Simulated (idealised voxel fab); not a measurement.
process module | voxel released beams
For reference, the cross-section in this document is cut, with width 290 nm and square cells of 5 nm.
A cross-section in this document is a grid of square cells, and it is written down as bands, the top band listed before the ones below it; a band is made up of one or more rows of cells. Read a band's entry like this: the first values are the height of its top and the height of its bottom in nm, and what follows is the sequence of materials from left to right, each with its width in nm. Note that "blank" is empty space, and that a single material marked "all across" reaches across the band from edge to edge. Heights are measured from 0, the level below which the as-received wafer is all one material; the lowest band has no bottom and continues downward, written as in "0 -> down". Note: "30->40" means the width goes from the first number (top row of the band) to the second number (bottom row) in equal steps per row of cells. "all unchanged" -> step changed no cross-section cell. Empty spaces without an open route to the top, at least 8 cells in extent, make up the entry "Closed void list"; each is given as width x height at distance, where the distance is measured from the left edge, and all are in nm. Text after the settings on a step's line: the simulator's own remark on that step. overlay nm, on a step with a mask: how far to the right of its planned place the mask lay; to the left if negative.

-- List of planned process steps
1) RECEIVE [material Si]
2) CONFORMAL_DEP [material Al2O3] [thk nm 5]
3) DIRECTIONAL_DEP [material SiO2] [thk nm 15]
4) PATTERN [tone open] [mask id ANCHOR] [material resist] [width nm 25] [thk nm 15] [overlay nm 0]
5) DIRECTIONAL_ETCH [etch materials SiO2] [depth nm 15]
6) STRIP [etch materials resist]
7) CONFORMAL_DEP [material polySi] [thk nm 10]
8) MASKED_ETCH [tone cover] [mask id BEAM] [width nm 95] [etch materials polySi] [depth nm 10] [overlay nm 0]
9) STRIP [etch materials SiO2]

-- So this is the incoming wafer in cross-section - it's already been through step 1
0 -> down | Si all across
Closed void list: none

-- End-of-module cross-section of the first of two wafers, processed as planned
30 -> 20 | 95 nm blank / 15 nm polySi / 5 nm blank / 75 nm polySi / 100 nm blank
20 -> 15 | 100 nm blank / 10 nm polySi / 5 nm blank / 10 nm polySi / 165 nm blank
15 -> 5 | 100 nm blank / 25 nm polySi / 165 nm blank
5 -> 0 | Al2O3 all across
0 -> down | Si all across
Closed void list: none

-- So this is wafer number two of the two, cut at the end of the module - it started where the first did and had the same plan, we just got one thing wrong running it
20 -> 5 | 100 nm SiO2 / 25 nm blank / 165 nm SiO2
5 -> 0 | Al2O3 all across
0 -> down | Si all across
Closed void list: none
Heads up, the wafer didn't run the way we planned it: step 9 went in with a setting other than planned; the actual run was STRIP [etch materials polySi]
Final comparison by cell count, materials where the second wafer has more or fewer than the first: SiO2: 159 more | polySi: 50 fewer
